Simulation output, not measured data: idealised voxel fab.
The following is a process module called voxel transistor to metal.
Section shown: cut. Width: 260 nm. Cell size: 5 nm, square.
In what follows, cross-sections appear as grids of square cells, described through bands that run from the top down, where every band is one or more rows of cells. In this notation a band is specified by the heights of its top and bottom, in that order and in nm, after which its materials appear from left to right, each paired with its width in nm. The word "all across" attached to a single material means that material fills the band from edge to edge; the word "empty" stands for empty space. Height 0 is the level under which the wafer as received is all one material. The lowest band goes on downwards, as in "z 0 and below". With a width like "30 to 40", each row of cells in the band differs from the next by the same amount, the top row carrying the first number and the bottom row the second. Where the words "remained unchanged" appear for a step, the cross-section shows no cell changed by that step; every cell remained as before. Empty spaces without an open route to the top, at least 8 cells in extent, make up the entry "Catalogued sealed voids"; each is given as width x height at distance, where the distance is measured from the left edge, and all are in nm. Where a step's line continues beyond its settings, the continuation is a remark by the simulator itself on that step. overlay nm: how far to the right of its planned place the mask lay on this masked step (negative: to the left).
# The process steps that were planned are listed below
1. RECEIVE,material Si
2. OXIDIZE,depth nm 5
3. CONFORMAL_DEP,material SiN,thk nm 15
4. PATTERN,tone cover,mask id ACTIVE,material resist,width nm 95,pitch nm 125,thk nm 15,overlay nm 0
5. DIRECTIONAL_ETCH,etch materials SiN,depth nm 15
6. DIRECTIONAL_ETCH,etch materials SiO2,depth nm 5
7. DIRECTIONAL_ETCH,etch materials Si,depth nm 30
8. STRIP,etch materials resist
9. OXIDIZE,depth nm 5
10. FILL_DEP,material SiO2,thk nm 10
11. CMP,height nm 15
12. SELECTIVE_ETCH,etch materials SiO2,depth nm 10
13. STRIP,etch materials SiN
14. SELECTIVE_ETCH,etch materials SiO2,depth nm 5
15. OXIDIZE,depth nm 5
16. DIRECTIONAL_DEP,material polySi,thk nm 25
17. DIRECTIONAL_DEP,material SiCN,thk nm 15
18. MASKED_ETCH,tone cover,mask id GATE,width nm 25,pitch nm 125,etch materials SiCN,depth nm 25,overlay nm 0
19. MASKED_ETCH,tone cover,mask id GATE,width nm 25,pitch nm 125,etch materials polySi,depth nm 35,overlay nm 0
20. CONFORMAL_DEP,material SiN,thk nm 5
21. DIRECTIONAL_ETCH,etch materials SiN,depth nm 5
22. DIRECTIONAL_ETCH,etch materials SiO2,depth nm 5
23. DIRECTIONAL_ETCH,etch materials Si,depth nm 15
24. EPI,material SiGe,thk nm 15
25. FILL_DEP,material SiO2,thk nm 5
26. CMP,height nm 35
27. DIRECTIONAL_DEP,material SiO2,thk nm 15
28. MASKED_ETCH,tone open,mask id CONTACT,width nm 25,etch materials SiO2,depth nm 60,overlay nm 0
29. CONFORMAL_DEP,material TiN,thk nm 5
30. FILL_DEP,material W,thk nm 5
31. CMP,height nm 50
32. CONFORMAL_DEP,material SiN,thk nm 5
33. DIRECTIONAL_DEP,material SiO2,thk nm 15
34. DIRECTIONAL_DEP,material aC,thk nm 15
35. PATTERN,tone open,mask id METAL_1,material resist,width nm 15,thk nm 30,overlay nm 0
36. DIRECTIONAL_ETCH,etch materials aC,depth nm 15
37. STRIP,etch materials resist
38. DIRECTIONAL_ETCH,etch materials SiO2,depth nm 15
39. DIRECTIONAL_ETCH,etch materials SiN,depth nm 5
40. STRIP,etch materials aC
41. CONFORMAL_DEP,material TiN,thk nm 5
42. FILL_DEP,material Cu,thk nm 10
43. CMP,height nm 70
44. CONFORMAL_DEP,material SiN,thk nm 5
# Cross-section of the wafer at receipt, which is the condition after step 1
* z 0 and below  Si all across
* Catalogued sealed voids: none
# Wafer cross-section at end of module: start and plan as shown above, one execution error
* z 75 to 70  SiN all across
* z 70 to 55  SiO2 25, TiN 5, Cu 5, TiN 5, SiO2 55, TiN 5, Cu 5, TiN 5, SiO2 40, TiN 5, Cu 5, TiN 5, SiO2 55, TiN 5, Cu 5, TiN 5, SiO2 25
* z 55 to 50  SiN 25, TiN 15, SiN 55, TiN 15, SiN 40, TiN 15, SiN 55, TiN 15, SiN 25
* z 50 to 35  SiO2 30, TiN 5, W 10, TiN 5, SiO2 40, TiN 5, W 10, TiN 5, SiO2 45, TiN 5, W 10, TiN 5, SiO2 40, TiN 5, W 10, TiN 5, SiO2 25
* z 35 to 20  SiO2 30, TiN 5, W 10, TiN 5, SiN 5, SiCN 25, SiN 5, SiO2 5, TiN 5, W 10, TiN 5, SiO2 45, TiN 5, W 10, TiN 5, SiN 5, SiCN 25, SiN 5, SiO2 5, TiN 5, W 10, TiN 5, SiO2 25
* z 20 to 10  SiO2 30, TiN 5, W 10, TiN 5, SiN 5, polySi 25, SiN 5, SiO2 5, TiN 5, W 10, TiN 5, SiO2 45, TiN 5, W 10, TiN 5, SiN 5, polySi 25, SiN 5, SiO2 5, TiN 5, W 10, TiN 5, SiO2 25
* z 10 to 5  SiO2 30, TiN 20, SiN 5, polySi 25, SiN 5, SiO2 5, TiN 20, SiO2 45, TiN 20, SiN 5, polySi 25, SiN 5, SiO2 5, TiN 20, SiO2 25
* z 5 to 0  SiO2 30, TiN 5, SiGe 15, SiN 5, polySi 25, SiN 5, SiGe 15, TiN 10, SiO2 45, TiN 5, SiGe 15, SiN 5, polySi 25, SiN 5, SiGe 15, TiN 10, SiO2 25
* z 0 to -5  SiO2 15, SiN 5, SiO2 10, TiN 5, SiGe 15, SiN 5, polySi 25, SiN 5, SiGe 15, TiN 10, SiO2 5, SiN 5, SiO2 20, SiN 5, SiO2 10, TiN 5, SiGe 15, SiN 5, polySi 25, SiN 5, SiGe 15, TiN 10, SiO2 5, SiN 5, SiO2 15
* z -5 to -10  SiO2 30, TiN 5, SiGe 15, SiO2 35, SiGe 15, TiN 10, SiO2 45, TiN 5, SiGe 15, SiO2 35, SiGe 15, TiN 10, SiO2 25
* z -10 to -25  SiO2 25, SiGe 25, Si 35, SiGe 25, SiO2 40, SiGe 25, Si 35, SiGe 25, SiO2 25
* z -25 to -40  SiO2 25, Si 85, SiO2 40, Si 85, SiO2 25
* z -40 and below  Si all across
* Catalogued sealed voids: none
It is concluded that the wafer was processed incorrectly with respect to the plan, in that step 28 deviated from plan and actually ran as MASKED_ETCH,tone open,mask id CONTACT,width nm 20,etch materials SiO2,depth nm 60,overlay nm 0
